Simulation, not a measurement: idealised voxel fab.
voxel transistor to metal: a process module
cross-section cut | 275 nm wide | cells 5 nm
Cross-section spec: square-cell grid; bands listed top down; each band is one or more rows. Read a band's entry like this: the first values are the height of its top and the height of its bottom in nm, and what follows is the sequence of materials from left to right, each with its width in nm. Note that "air" is empty space, and that a single material marked "everywhere" reaches across the band from edge to edge. Height datum 0, below which the as-received substrate wafer is one material. Lowest band open at the bottom, running downward: "0 nm and below". Per-row width for "30 to 40": begins at first number (top row of band), ends at second number (bottom row), increment between rows held constant. Given "everything unchanged" for a step, no cell of the cross-section differs between before and after that step. What "Entrapped void list" gives you is every empty space of 8 cells or more that is cut off from the top. Each appears as width x height at distance, with the distance taken from the left edge and width, height and distance all in nm. On a step's line, text after the settings is the simulator commenting on that step. On any step carrying a mask, the "overlay nm" setting, if present on the step's line, tells how far right of its planned place the mask lay; negative values point to the left.

-- plan
- 1: RECEIVE [material Si]
- 2: OXIDIZE [depth nm 5]
- 3: CONFORMAL_DEP [material SiN] [thk nm 15]
- 4: MASKED_ETCH [tone cover] [mask id ACTIVE] [width nm 105] [pitch nm 125] [etch materials SiN] [depth nm 15] [overlay nm 0]
- 5: MASKED_ETCH [tone cover] [mask id ACTIVE] [width nm 105] [pitch nm 125] [etch materials SiO2] [depth nm 5] [overlay nm 0]
- 6: MASKED_ETCH [tone cover] [mask id ACTIVE] [width nm 105] [pitch nm 125] [etch materials Si] [depth nm 20] [overlay nm 0]
- 7: FILL_DEP [material SiO2] [thk nm 10]
- 8: CMP [height nm 15]
- 9: SELECTIVE_ETCH [etch materials SiO2] [depth nm 5]
- 10: STRIP [etch materials SiN]
- 11: SELECTIVE_ETCH [etch materials SiO2] [depth nm 5]
- 12: OXIDIZE [depth nm 5]
- 13: DIRECTIONAL_DEP [material polySi] [thk nm 20]
- 14: DIRECTIONAL_DEP [material SiCN] [thk nm 15]
- 15: DIRECTIONAL_DEP [material aC] [thk nm 10]
- 16: PATTERN [tone cover] [mask id GATE] [material resist] [width nm 25] [pitch nm 125] [thk nm 30] [overlay nm 0]
- 17: DIRECTIONAL_ETCH [etch materials aC] [depth nm 10]
- 18: STRIP [etch materials resist]
- 19: DIRECTIONAL_ETCH [etch materials SiCN] [depth nm 25]
- 20: DIRECTIONAL_ETCH [etch materials polySi] [depth nm 30]
- 21: STRIP [etch materials aC]
- 22: CONFORMAL_DEP [material SiN] [thk nm 10]
- 23: DIRECTIONAL_ETCH [etch materials SiN] [depth nm 10]
- 24: DIRECTIONAL_ETCH [etch materials SiO2] [depth nm 5]
- 25: DIRECTIONAL_ETCH [etch materials Si] [depth nm 10]
- 26: EPI [material nSi] [thk nm 10]
- 27: FILL_DEP [material SiO2] [thk nm 5]
- 28: CMP [height nm 15]
- 29: STRIP [etch materials polySi]
- 30: SELECTIVE_ETCH [etch materials SiO2] [depth nm 5]
- 31: CONFORMAL_DEP [material HfO2] [thk nm 5]
- 32: CONFORMAL_DEP [material TiN] [thk nm 5]
- 33: FILL_DEP [material W] [thk nm 5]
- 34: CMP [height nm 10]
- 35: DIRECTIONAL_DEP [material SiO2] [thk nm 15]
- 36: DIRECTIONAL_DEP [material aC] [thk nm 15]
- 37: PATTERN [tone open] [mask id CONTACT] [material resist] [width nm 20] [thk nm 30] [overlay nm 0]
- 38: DIRECTIONAL_ETCH [etch materials aC] [depth nm 15]
- 39: STRIP [etch materials resist]
- 40: DIRECTIONAL_ETCH [etch materials SiO2] [depth nm 35]
- 41: STRIP [etch materials aC]
- 42: CONFORMAL_DEP [material TiN] [thk nm 5]
- 43: FILL_DEP [material W] [thk nm 10]
- 44: CMP [height nm 25]
- 45: DIRECTIONAL_DEP [material TiN] [thk nm 5]
- 46: DIRECTIONAL_DEP [material Ru] [thk nm 15]
- 47: PATTERN [tone cover] [mask id METAL_1] [material resist] [width nm 20] [thk nm 15] [overlay nm 0]
- 48: DIRECTIONAL_ETCH [etch materials Ru] [depth nm 15]
- 49: DIRECTIONAL_ETCH [etch materials TiN] [depth nm 5]
- 50: STRIP [etch materials resist]
- 51: FILL_DEP [material SiO2] [thk nm 5]
- 52: CMP [height nm 45]
- 53: CONFORMAL_DEP [material SiCN] [thk nm 5]

-- Wafer as received: cross-section following step 1
* 0 nm and below | Si everywhere
* Entrapped void list: none

-- End-of-module XS, first of two wafers, run as planned
* 50 nm to 45 nm | SiCN everywhere
* 45 nm to 30 nm | 25 SiO2, 20 Ru, 55 SiO2, 20 Ru, 30 SiO2, 20 Ru, 55 SiO2, 20 Ru, 30 SiO2
* 30 nm to 25 nm | 25 SiO2, 20 TiN, 55 SiO2, 20 TiN, 30 SiO2, 20 TiN, 55 SiO2, 20 TiN, 30 SiO2
* 25 nm to 10 nm | 25 SiO2, 5 TiN, 10 W, 5 TiN, 55 SiO2, 5 TiN, 10 W, 5 TiN, 30 SiO2, 5 TiN, 10 W, 5 TiN, 55 SiO2, 5 TiN, 10 W, 5 TiN, 30 SiO2
* 10 nm to 5 nm | 25 SiO2, 5 TiN, 10 W, 5 TiN, 5 SiO2, 10 SiN, 5 HfO2, 5 TiN, 5 W, 5 TiN, 5 HfO2, 10 SiN, 5 SiO2, 5 TiN, 10 W, 5 TiN, 30 SiO2, 5 TiN, 10 W, 5 TiN, 5 SiO2, 10 SiN, 5 HfO2, 5 TiN, 5 W, 5 TiN, 5 HfO2, 10 SiN, 5 SiO2, 5 TiN, 10 W, 5 TiN, 30 SiO2
* 5 nm to 0 nm | 15 SiO2, 10 SiN, 20 TiN, 5 SiO2, 10 SiN, 5 HfO2, 5 TiN, 5 W, 5 TiN, 5 HfO2, 10 SiN, 5 SiO2, 20 TiN, 10 SiN, 10 SiO2, 10 SiN, 20 TiN, 5 SiO2, 10 SiN, 5 HfO2, 5 TiN, 5 W, 5 TiN, 5 HfO2, 10 SiN, 5 SiO2, 20 TiN, 10 SiN, 20 SiO2
* 0 nm to -5 nm | 15 SiO2, 10 SiN, 10 nSi, 5 TiN, 10 nSi, 10 SiN, 5 HfO2, 15 TiN, 5 HfO2, 10 SiN, 10 nSi, 5 TiN, 10 nSi, 10 SiN, 10 SiO2, 10 SiN, 10 nSi, 5 TiN, 10 nSi, 10 SiN, 5 HfO2, 15 TiN, 5 HfO2, 10 SiN, 10 nSi, 5 TiN, 10 nSi, 10 SiN, 20 SiO2
* -5 nm to -10 nm | 25 SiO2, 10 nSi, 5 TiN, 10 nSi, 5 SiO2, 35 HfO2, 5 SiO2, 10 nSi, 5 TiN, 10 nSi, 30 SiO2, 10 nSi, 5 TiN, 10 nSi, 5 SiO2, 35 HfO2, 5 SiO2, 10 nSi, 5 TiN, 10 nSi, 30 SiO2
* -10 nm to -20 nm | 20 SiO2, 5 Si, 25 nSi, 45 Si, 25 nSi, 5 Si, 20 SiO2, 5 Si, 25 nSi, 45 Si, 25 nSi, 5 Si, 25 SiO2
* -20 nm to -25 nm | 20 SiO2, 105 Si, 20 SiO2, 105 Si, 25 SiO2
* -25 nm and below | Si everywhere
* Entrapped void list: none

-- Cross-section, wafer two of two, end of module: same start and plan as wafer one, one error in execution
* 50 nm to 45 nm | SiCN everywhere
* 45 nm to 30 nm | 25 SiO2, 20 Ru, 55 SiO2, 20 Ru, 30 SiO2, 20 Ru, 55 SiO2, 20 Ru, 30 SiO2
* 30 nm to 25 nm | 25 SiO2, 20 TiN, 55 SiO2, 20 TiN, 30 SiO2, 20 TiN, 55 SiO2, 20 TiN, 30 SiO2
* 25 nm to 20 nm | W everywhere
* 20 nm to 15 nm | 30 TiN, 10 W, 65 TiN, 10 W, 40 TiN, 10 W, 65 TiN, 10 W, 35 TiN
* 15 nm to 10 nm | 25 SiO2, 5 TiN, 10 W, 5 TiN, 55 SiO2, 5 TiN, 10 W, 5 TiN, 30 SiO2, 5 TiN, 10 W, 5 TiN, 55 SiO2, 5 TiN, 10 W, 5 TiN, 30 SiO2
* 10 nm to 5 nm | 25 SiO2, 5 TiN, 10 W, 5 TiN, 5 SiO2, 10 SiN, 5 HfO2, 5 TiN, 5 W, 5 TiN, 5 HfO2, 10 SiN, 5 SiO2, 5 TiN, 10 W, 5 TiN, 30 SiO2, 5 TiN, 10 W, 5 TiN, 5 SiO2, 10 SiN, 5 HfO2, 5 TiN, 5 W, 5 TiN, 5 HfO2, 10 SiN, 5 SiO2, 5 TiN, 10 W, 5 TiN, 30 SiO2
* 5 nm to 0 nm | 15 SiO2, 10 SiN, 20 TiN, 5 SiO2, 10 SiN, 5 HfO2, 5 TiN, 5 W, 5 TiN, 5 HfO2, 10 SiN, 5 SiO2, 20 TiN, 10 SiN, 10 SiO2, 10 SiN, 20 TiN, 5 SiO2, 10 SiN, 5 HfO2, 5 TiN, 5 W, 5 TiN, 5 HfO2, 10 SiN, 5 SiO2, 20 TiN, 10 SiN, 20 SiO2
* 0 nm to -5 nm | 15 SiO2, 10 SiN, 10 nSi, 5 TiN, 10 nSi, 10 SiN, 5 HfO2, 15 TiN, 5 HfO2, 10 SiN, 10 nSi, 5 TiN, 10 nSi, 10 SiN, 10 SiO2, 10 SiN, 10 nSi, 5 TiN, 10 nSi, 10 SiN, 5 HfO2, 15 TiN, 5 HfO2, 10 SiN, 10 nSi, 5 TiN, 10 nSi, 10 SiN, 20 SiO2
* -5 nm to -10 nm | 25 SiO2, 10 nSi, 5 TiN, 10 nSi, 5 SiO2, 35 HfO2, 5 SiO2, 10 nSi, 5 TiN, 10 nSi, 30 SiO2, 10 nSi, 5 TiN, 10 nSi, 5 SiO2, 35 HfO2, 5 SiO2, 10 nSi, 5 TiN, 10 nSi, 30 SiO2
* -10 nm to -20 nm | 20 SiO2, 5 Si, 25 nSi, 45 Si, 25 nSi, 5 Si, 20 SiO2, 5 Si, 25 nSi, 45 Si, 25 nSi, 5 Si, 25 SiO2
* -20 nm to -25 nm | 20 SiO2, 105 Si, 20 SiO2, 105 Si, 25 SiO2
* -25 nm and below | Si everywhere
* Entrapped void list: none
Run error: step 35 ran with different settings than intended, the actual operation and settings being DIRECTIONAL_DEP [material SiO2] [thk nm 5]
Cell-count delta at end, second wafer over first, by material: SiO2: 78 fewer | TiN: 31 more | W: 47 more
